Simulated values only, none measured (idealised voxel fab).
voxel released beams: a process module
Cross-section cut: width 220 nm, square cells of 5 nm.
Bands, listed from the top down, are how a cross-section gets written in this document; the cross-section itself is a grid of square cells, and a band is one or more rows of them. In this notation a band is specified by the heights of its top and bottom, in that order and in nm, after which its materials appear from left to right, each paired with its width in nm. The word "edge to edge" attached to a single material means that material fills the band from edge to edge; the word "empty" stands for empty space. Convention: height 0 is the level below which the wafer, as received, is all one material. The lowest band does not terminate at the bottom but continues downward, represented as "0 nm and below". It should be noted that a width expressed as "30->40" varies in equal increments from row to row of cells within the band, taking the value of the first number at the top row and that of the second number at the bottom row. A step reported as "nothing different" is a step in which no cell of the cross-section changed. Listed in "Closed internal cavities": every empty space of 8 or more cells without an open way to the top. Form: width x height at distance, the distance being from the left edge, all in nm. If you see something after the settings on a step's line, that's the simulator's own remark about that step. The setting "overlay nm" may be written on the line of a step. When the step uses a mask, the value reports how far to the right of the planned place the mask lay, and a negative value reports that it lay to the left.

# Intended process steps
- 1: op RECEIVE | material Si
- 2: op CONFORMAL_DEP | material SiN | thk nm 10
- 3: op DIRECTIONAL_DEP | material SiO2 | thk nm 15
- 4: op MASKED_ETCH | tone open | mask id ANCHOR | width nm 45 | etch materials SiO2 | depth nm 15 | overlay nm 0
- 5: op CONFORMAL_DEP | material TiN | thk nm 15
- 6: op PATTERN | tone cover | mask id BEAM | material resist | width nm 130 | thk nm 20 | overlay nm 0
- 7: op DIRECTIONAL_ETCH | etch materials TiN | depth nm 15
- 8: op STRIP | etch materials resist
- 9: op STRIP | etch materials SiO2

# Cross-sectional view of the wafer in its as-received condition, corresponding to the state after step 1
- 0 nm and below = Si edge to edge
- Closed internal cavities: none

# First of two wafers: cross-section at end of module, run per plan
- 40 nm to 25 nm = empty 40, TiN 20, empty 15, TiN 95, empty 50
- 25 nm to 10 nm = empty 45, TiN 45, empty 130
- 10 nm to 0 nm = SiN edge to edge
- 0 nm and below = Si edge to edge
- Closed internal cavities: none

# So this is wafer number two of the two, cut at the end of the module - it started where the first did and had the same plan, we just got one thing wrong running it
- 40 nm to 25 nm = empty 35, TiN 25, empty 15, TiN 90, empty 55
- 25 nm to 10 nm = empty 45, TiN 45, empty 130
- 10 nm to 0 nm = SiN edge to edge
- 0 nm and below = Si edge to edge
- Closed internal cavities: none
Diagnosis: step 6 ran as: op PATTERN | tone cover | mask id BEAM | material resist | width nm 130 | thk nm 20 | overlay nm -5
The two final wafers agree on how many cells each material fills and disagree on which cells those are.
